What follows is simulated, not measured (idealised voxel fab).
process module | voxel released beams
cross-section cut | 220 nm wide | cells 5 nm
A cross-section is a grid of square cells, given in bands from the top down. A band is one or more rows of cells.
Each band's line starts with the height of the band's top and of its bottom, in nm. Then come its materials from left to right, each with its width in nm. One material with "throughout" fills the band from edge to edge. "air" is empty space.
Height 0 is the level under which the wafer as received is all one material. The lowest band goes on downwards, as in "0 down".
A width such as "30 to 40" changes by the same amount from each row of cells to the next, from the band's top row to its bottom row.
"no change" after a step means that no cell of the cross-section changed.
closed voids: empty space of 8 cells or more with no open way to the top, each as width x height at its distance from the left edge, in nm
after a step's settings: what the simulator itself notes on the step
overlay nm, on a step with a mask: how far to the right of its planned place the mask lay; to the left if negative
plan
1 op RECEIVE | material Si
2 op CONFORMAL_DEP | material SiN | thk nm 5
3 op DIRECTIONAL_DEP | material SiO2 | thk nm 15
4 op DIRECTIONAL_DEP | material aC | thk nm 15
5 op PATTERN | tone open | mask id ANCHOR | material resist | width nm 30 | thk nm 30 | overlay nm 0
6 op DIRECTIONAL_ETCH | etch materials aC | depth nm 15
7 op STRIP | etch materials resist
8 op DIRECTIONAL_ETCH | etch materials SiO2 | depth nm 15
9 op STRIP | etch materials aC
10 op CONFORMAL_DEP | material W | thk nm 10
11 op DIRECTIONAL_DEP | material aC | thk nm 10
12 op PATTERN | tone cover | mask id BEAM | material resist | width nm 105 | thk nm 25 | overlay nm 0
13 op DIRECTIONAL_ETCH | etch materials aC | depth nm 10
14 op STRIP | etch materials resist
15 op DIRECTIONAL_ETCH | etch materials W | depth nm 10
16 op STRIP | etch materials aC
17 op STRIP | etch materials SiO2
as received, after step 1
  0 down: Si throughout
  closed voids: none
a wafer at the end: this start, this plan, one mistake
  30 to 20: air 65 | W 5 | air 10 | W 90 | air 50
  20 to 15: air 60 | W 10 | air 10 | W 10 | air 130
  15 to 5: air 60 | W 30 | air 130
  5 to 0: SiN throughout
  0 down: Si throughout
  closed voids: none
what went wrong: step 12 ran as: op PATTERN | tone cover | mask id BEAM | material resist | width nm 105 | thk nm 25 | overlay nm 10
